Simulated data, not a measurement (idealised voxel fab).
Process module in this document: voxel self aligned contacts
cross-section cut | 160 nm wide | cells 5 nm
Cross-section format: a grid of square cells, given as bands from top to bottom; each band is one or more rows of cells.
Read a band's entry like this: the first values are the height of its top and the height of its bottom in nm, and what follows is the sequence of materials from left to right, each with its width in nm. Note that "air" is empty space, and that a single material marked "all across" reaches across the band from edge to edge.
Where do heights start? At 0: under that level the wafer as delivered is made of one material only. And the lowest band has no floor; it just carries on downward, as in "0 -> down".
A width such as "30 to 40" changes by the same amount from each row of cells to the next, from the band's top row to its bottom row.
No cell of the cross-section changed in a step that is given as "remained the same".
Entry "Closed void catalog" = empty spaces >= 8 cells with no open way to the top; each as width x height at distance, distance from left edge, all nm.
Anything after a step's settings on that line? It's the simulator's own note about the step.
What "overlay nm" on a step's line means: if the step has a mask, that mask lay this far to the right of its planned place, or, when the value is negative, to the left.

**plan**
1. RECEIVE, material Si
2. OXIDIZE, depth nm 5
3. DIRECTIONAL_DEP, material polySi, thk nm 30
4. DIRECTIONAL_DEP, material SiN, thk nm 25
5. DIRECTIONAL_DEP, material aC, thk nm 15
6. PATTERN, tone cover, mask id GATE, material resist, width nm 25, pitch nm 65, thk nm 35, overlay nm 0
7. DIRECTIONAL_ETCH, etch materials aC, depth nm 15
8. STRIP, etch materials resist
9. DIRECTIONAL_ETCH, etch materials SiN, depth nm 25
10. DIRECTIONAL_ETCH, etch materials polySi, depth nm 30
11. STRIP, etch materials aC
12. CONFORMAL_DEP, material SiN, thk nm 10
13. DIRECTIONAL_ETCH, etch materials SiN, depth nm 10
14. FILL_DEP, material SiO2, thk nm 20
15. CMP, height nm 65
16. MASKED_ETCH, tone open, mask id CONTACT, width nm 50, etch materials SiO2, depth nm 70, overlay nm 0
17. CONFORMAL_DEP, material TiN, thk nm 5
18. FILL_DEP, material Ru, thk nm 5
19. CMP, height nm 65
20. CONFORMAL_DEP, material SiN, thk nm 5

**What follows covers the first of two wafers; it ran as planned**

**Wafer cross-section on receipt, i.e. after step 1**
- 0 -> down: Si all across
- Closed void catalog: none

**Take a look at the wafer's cross-section after step 2**
- 0 -> -5: SiO2 all across
- Rest of section, below -5: as before.

**Take a look at the wafer's cross-section after step 3**
- 30 -> 0: polySi all across
- Rest of section, below 0: as before.

**Take a look at the wafer's cross-section after step 4**
- 55 -> 30: SiN all across
- Rest of section, below 30: as before.

**Take a look at the wafer's cross-section after step 5**
- 70 -> 55: aC all across
- Rest of section, below 55: as before.

**Take a look at the wafer's cross-section after step 6**
- 105 -> 70: air=35 / resist=25 / air=40 / resist=25 / air=35
- Rest of section, below 70: as before.

**Take a look at the wafer's cross-section after step 7**
- 90 -> 70: air=35 / resist=25 / air=40 / resist=25 / air=35
- 70 -> 55: air=35 / aC=25 / air=40 / aC=25 / air=35
- Rest of section, below 55: as before.

**Take a look at the wafer's cross-section after step 8**
- 70 -> 55: air=35 / aC=25 / air=40 / aC=25 / air=35
- Rest of section, below 55: as before.

**Take a look at the wafer's cross-section after step 9**
- 70 -> 55: air=35 / aC=25 / air=40 / aC=25 / air=35
- 55 -> 30: air=35 / SiN=25 / air=40 / SiN=25 / air=35
- Rest of section, below 30: as before.

**Take a look at the wafer's cross-section after step 10**
- 70 -> 55: air=35 / aC=25 / air=40 / aC=25 / air=35
- 55 -> 30: air=35 / SiN=25 / air=40 / SiN=25 / air=35
- 30 -> 0: air=35 / polySi=25 / air=40 / polySi=25 / air=35
- Rest of section, below 0: as before.

**Take a look at the wafer's cross-section after step 11**
- 55 -> 30: air=35 / SiN=25 / air=40 / SiN=25 / air=35
- Rest of section, below 30: as before.

**Take a look at the wafer's cross-section after step 12**
- 65 -> 30: air=25 / SiN=45 / air=20 / SiN=45 / air=25
- 30 -> 10: air=25 / SiN=10 / polySi=25 / SiN=10 / air=20 / SiN=10 / polySi=25 / SiN=10 / air=25
- 10 -> 0: SiN=35 / polySi=25 / SiN=40 / polySi=25 / SiN=35
- Rest of section, below 0: as before.

**Take a look at the wafer's cross-section after step 13**
- 55 -> 30: air=25 / SiN=45 / air=20 / SiN=45 / air=25
- 30 -> 0: air=25 / SiN=10 / polySi=25 / SiN=10 / air=20 / SiN=10 / polySi=25 / SiN=10 / air=25
- Rest of section, below 0: as before.

**Take a look at the wafer's cross-section after step 14**
- 75 -> 55: SiO2 all across
- 55 -> 30: SiO2=25 / SiN=45 / SiO2=20 / SiN=45 / SiO2=25
- 30 -> 0: SiO2=25 / SiN=10 / polySi=25 / SiN=10 / SiO2=20 / SiN=10 / polySi=25 / SiN=10 / SiO2=25
- Rest of section, below 0: as before.

**Take a look at the wafer's cross-section after step 15**
- 65 -> 55: SiO2 all across
- Rest of section, below 55: as before.

**Take a look at the wafer's cross-section after step 16**
- 65 -> 55: SiO2=55 / air=50 / SiO2=55
- 55 -> 30: SiO2=25 / SiN=45 / air=20 / SiN=45 / SiO2=25
- 30 -> 0: SiO2=25 / SiN=10 / polySi=25 / SiN=10 / air=20 / SiN=10 / polySi=25 / SiN=10 / SiO2=25
- 0 -> -5: SiO2=70 / air=20 / SiO2=70
- Rest of section, below -5: as before.

**Take a look at the wafer's cross-section after step 17**
- 70 -> 65: TiN=60 / air=40 / TiN=60
- 65 -> 55: SiO2=55 / TiN=5 to 20 / air=40 to 10 / TiN=5 to 20 / SiO2=55
- 55 -> 30: SiO2=25 / SiN=45 / TiN=5 / air=10 / TiN=5 / SiN=45 / SiO2=25
- 30 -> 0: SiO2=25 / SiN=10 / polySi=25 / SiN=10 / TiN=5 / air=10 / TiN=5 / SiN=10 / polySi=25 / SiN=10 / SiO2=25
- 0 -> -5: SiO2=70 / TiN=20 / SiO2=70
- Rest of section, below -5: as before.

**Take a look at the wafer's cross-section after step 18**
- 75 -> 70: Ru all across
- 70 -> 65: TiN=60 / Ru=40 / TiN=60
- 65 -> 55: SiO2=55 / TiN=5 to 20 / Ru=40 to 10 / TiN=5 to 20 / SiO2=55
- 55 -> 30: SiO2=25 / SiN=45 / TiN=5 / Ru=10 / TiN=5 / SiN=45 / SiO2=25
- 30 -> 0: SiO2=25 / SiN=10 / polySi=25 / SiN=10 / TiN=5 / Ru=10 / TiN=5 / SiN=10 / polySi=25 / SiN=10 / SiO2=25
- Rest of section, below 0: as before.

**Take a look at the wafer's cross-section after step 19**
- 65 -> 55: SiO2=55 / TiN=5 to 20 / Ru=40 to 10 / TiN=5 to 20 / SiO2=55
- Rest of section, below 55: as before.

**Take a look at the wafer's cross-section after step 20**
- 70 -> 65: SiN all across
- Rest of section, below 65: as before.

**Second wafer, same starting conditions and recipe as the first, one mistake in executing it, nothing differs from the first up to and including step 2**

**The second wafer cut through, at the time step 3 was supposed to be finished**
- 60 -> 0: polySi all across
- Rest of section, below 0: as before.

**The second wafer cut through, at the time step 4 was supposed to be finished**
- 85 -> 60: SiN all across
- Rest of section, below 60: as before.

**The second wafer cut through, at the time step 5 was supposed to be finished**
- 100 -> 85: aC all across
- Rest of section, below 85: as before.

**The second wafer cut through, at the time step 6 was supposed to be finished**
- 135 -> 100: air=35 / resist=25 / air=40 / resist=25 / air=35
- Rest of section, below 100: as before.

**The second wafer cut through, at the time step 7 was supposed to be finished**
- 120 -> 100: air=35 / resist=25 / air=40 / resist=25 / air=35
- 100 -> 85: air=35 / aC=25 / air=40 / aC=25 / air=35
- Rest of section, below 85: as before.

**The second wafer cut through, at the time step 8 was supposed to be finished**
- 100 -> 85: air=35 / aC=25 / air=40 / aC=25 / air=35
- Rest of section, below 85: as before.

**The second wafer cut through, at the time step 9 was supposed to be finished**
- 100 -> 85: air=35 / aC=25 / air=40 / aC=25 / air=35
- 85 -> 60: air=35 / SiN=25 / air=40 / SiN=25 / air=35
- Rest of section, below 60: as before.

**The second wafer cut through, at the time step 10 was supposed to be finished**
- 100 -> 85: air=35 / aC=25 / air=40 / aC=25 / air=35
- 85 -> 60: air=35 / SiN=25 / air=40 / SiN=25 / air=35
- 60 -> 30: air=35 / polySi=25 / air=40 / polySi=25 / air=35
- Rest of section, below 30: as before.

**The second wafer cut through, at the time step 11 was supposed to be finished**
- 85 -> 60: air=35 / SiN=25 / air=40 / SiN=25 / air=35
- Rest of section, below 60: as before.

**The second wafer cut through, at the time step 12 was supposed to be finished**
- 95 -> 60: air=25 / SiN=45 / air=20 / SiN=45 / air=25
- 60 -> 40: air=25 / SiN=10 / polySi=25 / SiN=10 / air=20 / SiN=10 / polySi=25 / SiN=10 / air=25
- 40 -> 30: SiN=35 / polySi=25 / SiN=40 / polySi=25 / SiN=35
- Rest of section, below 30: as before.

**The second wafer cut through, at the time step 13 was supposed to be finished**
- 85 -> 60: air=25 / SiN=45 / air=20 / SiN=45 / air=25
- 60 -> 30: air=25 / SiN=10 / polySi=25 / SiN=10 / air=20 / SiN=10 / polySi=25 / SiN=10 / air=25
- Rest of section, below 30: as before.

**The second wafer cut through, at the time step 14 was supposed to be finished**
- 105 -> 85: SiO2 all across
- 85 -> 60: SiO2=25 / SiN=45 / SiO2=20 / SiN=45 / SiO2=25
- 60 -> 30: SiO2=25 / SiN=10 / polySi=25 / SiN=10 / SiO2=20 / SiN=10 / polySi=25 / SiN=10 / SiO2=25
- Rest of section, below 30: as before.

**The second wafer cut through, at the time step 15 was supposed to be finished**
- 65 -> 60: SiO2=25 / SiN=45 / SiO2=20 / SiN=45 / SiO2=25
- Rest of section, below 60: as before.

**The second wafer cut through, at the time step 16 was supposed to be finished**
- 65 -> 60: SiO2=25 / SiN=45 / air=20 / SiN=45 / SiO2=25
- 60 -> 30: SiO2=25 / SiN=10 / polySi=25 / SiN=10 / air=20 / SiN=10 / polySi=25 / SiN=10 / SiO2=25
- Rest of section, below 30: as before.

**The second wafer cut through, at the time step 17 was supposed to be finished**
- 70 -> 65: TiN=75 / air=10 / TiN=75
- 65 -> 60: SiO2=25 / SiN=45 / TiN=5 / air=10 / TiN=5 / SiN=45 / SiO2=25
- 60 -> 35: SiO2=25 / SiN=10 / polySi=25 / SiN=10 / TiN=5 / air=10 / TiN=5 / SiN=10 / polySi=25 / SiN=10 / SiO2=25
- 35 -> 30: SiO2=25 / SiN=10 / polySi=25 / SiN=10 / TiN=20 / SiN=10 / polySi=25 / SiN=10 / SiO2=25
- Rest of section, below 30: as before.

**The second wafer cut through, at the time step 18 was supposed to be finished**
- 75 -> 70: Ru all across
- 70 -> 65: TiN=75 / Ru=10 / TiN=75
- 65 -> 60: SiO2=25 / SiN=45 / TiN=5 / Ru=10 / TiN=5 / SiN=45 / SiO2=25
- 60 -> 35: SiO2=25 / SiN=10 / polySi=25 / SiN=10 / TiN=5 / Ru=10 / TiN=5 / SiN=10 / polySi=25 / SiN=10 / SiO2=25
- Rest of section, below 35: as before.

**The second wafer cut through, at the time step 19 was supposed to be finished**
- 65 -> 60: SiO2=25 / SiN=45 / TiN=5 / Ru=10 / TiN=5 / SiN=45 / SiO2=25
- Rest of section, below 60: as before.

**The second wafer cut through, at the time step 20 was supposed to be finished**
- 70 -> 65: SiN all across
- Rest of section, below 65: as before.
The plan and the run diverged here: step 3 of the plan was performed twice
FYI, end of process, the second wafer has more or fewer cells of some materials than the first: Ru -20 | SiN -72 | SiO2 -80 | TiN -20 | polySi +192
